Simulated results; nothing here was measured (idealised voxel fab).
Name of the process module below: voxel wiring stack
Displayed cross-section: cut, width of 165 nm, square cells sized 5 nm.
A cross-section is a grid of square cells, given in bands from the top down. A band is one or more rows of cells.
The entry gives the band's vertical extent as a top height and a bottom height in nm, then its horizontal make-up as materials from left to right, each with a width in nm. "blank" stands for empty space; a single material marked "everywhere" fills the band edge to edge.
Note: height 0 marks the level under which the wafer is uniformly one material as received. Lowest band unbounded below, written "0 and below".
A width such as "30 to 40" changes by the same amount from each row of cells to the next, from the band's top row to its bottom row.
"stayed the same" means the step left every cell of the cross-section as it was.
What "Completely enclosed voids" gives you is every empty space of 8 cells or more that is cut off from the top. Each appears as width x height at distance, with the distance taken from the left edge and width, height and distance all in nm.
Step line, after settings: the simulator's comment on this step.
overlay nm: right-of-plan distance of the mask on a masked step; negative values mean left-of-plan.

The steps planned for the process are as follows:
1,RECEIVE, material Si
2,CONFORMAL_DEP, material SiO2, thk nm 15
3,DIRECTIONAL_DEP, material TiN, thk nm 5
4,DIRECTIONAL_DEP, material W, thk nm 20
5,DIRECTIONAL_DEP, material aC, thk nm 10
6,PATTERN, tone cover, mask id METAL_1, material resist, width nm 30, pitch nm 45, thk nm 30, overlay nm 0
7,DIRECTIONAL_ETCH, etch materials aC, depth nm 10
8,STRIP, etch materials resist
9,DIRECTIONAL_ETCH, etch materials W, depth nm 20
10,DIRECTIONAL_ETCH, etch materials TiN, depth nm 5
11,STRIP, etch materials aC
12,CONFORMAL_DEP, material SiN, thk nm 5
13,FILL_DEP, material lowk, thk nm 5
14,CMP, height nm 40
15,CONFORMAL_DEP, material SiCN, thk nm 5
16,DIRECTIONAL_DEP, material SiO2, thk nm 20
17,DIRECTIONAL_DEP, material aC, thk nm 10
18,PATTERN, tone open, mask id PLUG_1, material resist, width nm 15, pitch nm 90, thk nm 25, overlay nm 0
19,DIRECTIONAL_ETCH, etch materials aC, depth nm 10
20,STRIP, etch materials resist
21,DIRECTIONAL_ETCH, etch materials SiO2, depth nm 20
22,DIRECTIONAL_ETCH, etch materials SiCN, depth nm 5
23,STRIP, etch materials aC
24,EPI, material Ru, thk nm 10
25,EPI, material Ru, thk nm 10
26,EPI, material Ru, thk nm 5
27,DIRECTIONAL_DEP, material TiN, thk nm 5
28,DIRECTIONAL_DEP, material W, thk nm 25
29,DIRECTIONAL_DEP, material aC, thk nm 10
30,PATTERN, tone cover, mask id METAL_2, material resist, width nm 30, pitch nm 45, thk nm 30, overlay nm 0
31,DIRECTIONAL_ETCH, etch materials aC, depth nm 10
32,STRIP, etch materials resist
33,DIRECTIONAL_ETCH, etch materials W, depth nm 25
34,DIRECTIONAL_ETCH, etch materials TiN, depth nm 5
35,STRIP, etch materials aC
36,CONFORMAL_DEP, material SiN, thk nm 5
37,FILL_DEP, material lowk, thk nm 5
38,CMP, height nm 95
39,CONFORMAL_DEP, material SiCN, thk nm 5
40,DIRECTIONAL_DEP, material lowk, thk nm 10
41,MASKED_ETCH, tone open, mask id PLUG_2, width nm 15, pitch nm 90, etch materials lowk, depth nm 10, overlay nm 0
42,MASKED_ETCH, tone open, mask id PLUG_2, width nm 15, pitch nm 90, etch materials SiCN, depth nm 5, overlay nm 0
43,EPI, material Ru, thk nm 10
44,EPI, material Ru, thk nm 5
45,DIRECTIONAL_DEP, material TiN, thk nm 5
46,DIRECTIONAL_DEP, material W, thk nm 15
47,MASKED_ETCH, tone cover, mask id METAL_3, width nm 30, pitch nm 45, etch materials W, depth nm 15, overlay nm 0
48,MASKED_ETCH, tone cover, mask id METAL_3, width nm 30, pitch nm 45, etch materials TiN, depth nm 5, overlay nm 0
49,FILL_DEP, material SiO2, thk nm 10
50,CMP, height nm 130
51,CONFORMAL_DEP, material SiCN, thk nm 5
52,DIRECTIONAL_DEP, material lowk, thk nm 10
53,PATTERN, tone open, mask id PLUG_3, material resist, width nm 15, pitch nm 45, thk nm 20, overlay nm 0
54,DIRECTIONAL_ETCH, etch materials lowk, depth nm 10
55,DIRECTIONAL_ETCH, etch materials SiCN, depth nm 5
56,STRIP, etch materials resist
57,CONFORMAL_DEP, material TiN, thk nm 5
58,FILL_DEP, material Cu, thk nm 5
59,CMP, height nm 145
60,DIRECTIONAL_DEP, material TiN, thk nm 5
61,DIRECTIONAL_DEP, material W, thk nm 20
62,MASKED_ETCH, tone cover, mask id METAL_4, width nm 30, pitch nm 45, etch materials W, depth nm 20, overlay nm 0
63,MASKED_ETCH, tone cover, mask id METAL_4, width nm 30, pitch nm 45, etch materials TiN, depth nm 5, overlay nm 0
64,CONFORMAL_DEP, material SiCN, thk nm 5
65,FILL_DEP, material SiO2, thk nm 10
66,CMP, height nm 170
67,CONFORMAL_DEP, material SiCN, thk nm 5

as received, after step 1:
    0 and below  Si everywhere
    Completely enclosed voids: none

Wafer cross-section at end of module: start and plan as shown above, one execution error:
    175 down to 170  SiCN everywhere
    170 down to 150  SiO2 15, SiCN 5, W 30, SiCN 5, SiO2 5, SiCN 5, W 30, SiCN 5, SiO2 5, SiCN 5, W 30, SiCN 5, SiO2 20
    150 down to 145  SiCN 20, TiN 30, SiCN 15, TiN 30, SiCN 15, TiN 30, SiCN 25
    145 down to 135  lowk 20, TiN 5, Cu 5, TiN 5, lowk 30, TiN 5, Cu 5, TiN 5, lowk 30, TiN 5, Cu 5, TiN 5, lowk 40
    135 down to 130  SiCN 20, TiN 15, SiCN 30, TiN 15, SiCN 30, TiN 15, SiCN 40
    130 down to 115  SiO2 20, W 30, SiO2 15, W 30, SiO2 15, W 30, SiO2 25
    115 down to 110  SiO2 20, TiN 30, SiO2 15, TiN 30, SiO2 15, TiN 30, SiO2 25
    110 down to 100  lowk 20, Ru 15, lowk 75, Ru 15, lowk 40
    100 down to 95  SiCN 20, Ru 15, SiCN 75, Ru 15, SiCN 40
    95 down to 90  SiN 20, TiN 30, SiN 15, TiN 30, SiN 15, TiN 30, SiN 25
    90 down to 65  W everywhere
    65 down to 45  SiO2 20, Ru 15, SiO2 75, Ru 15, SiO2 40
    45 down to 40  SiCN 20, Ru 15, SiCN 75, Ru 15, SiCN 40
    40 down to 20  lowk 15, SiN 5, W 30, SiN 5, lowk 5, SiN 5, W 30, SiN 5, lowk 5, SiN 5, W 30, SiN 5, lowk 20
    20 down to 15  SiN 20, TiN 30, SiN 15, TiN 30, SiN 15, TiN 30, SiN 25
    15 down to 0  SiO2 everywhere
    0 and below  Si everywhere
    Completely enclosed voids: none
Short version of what went wrong: contrary to the plan, steps 27 and 28 were processed in exchanged order
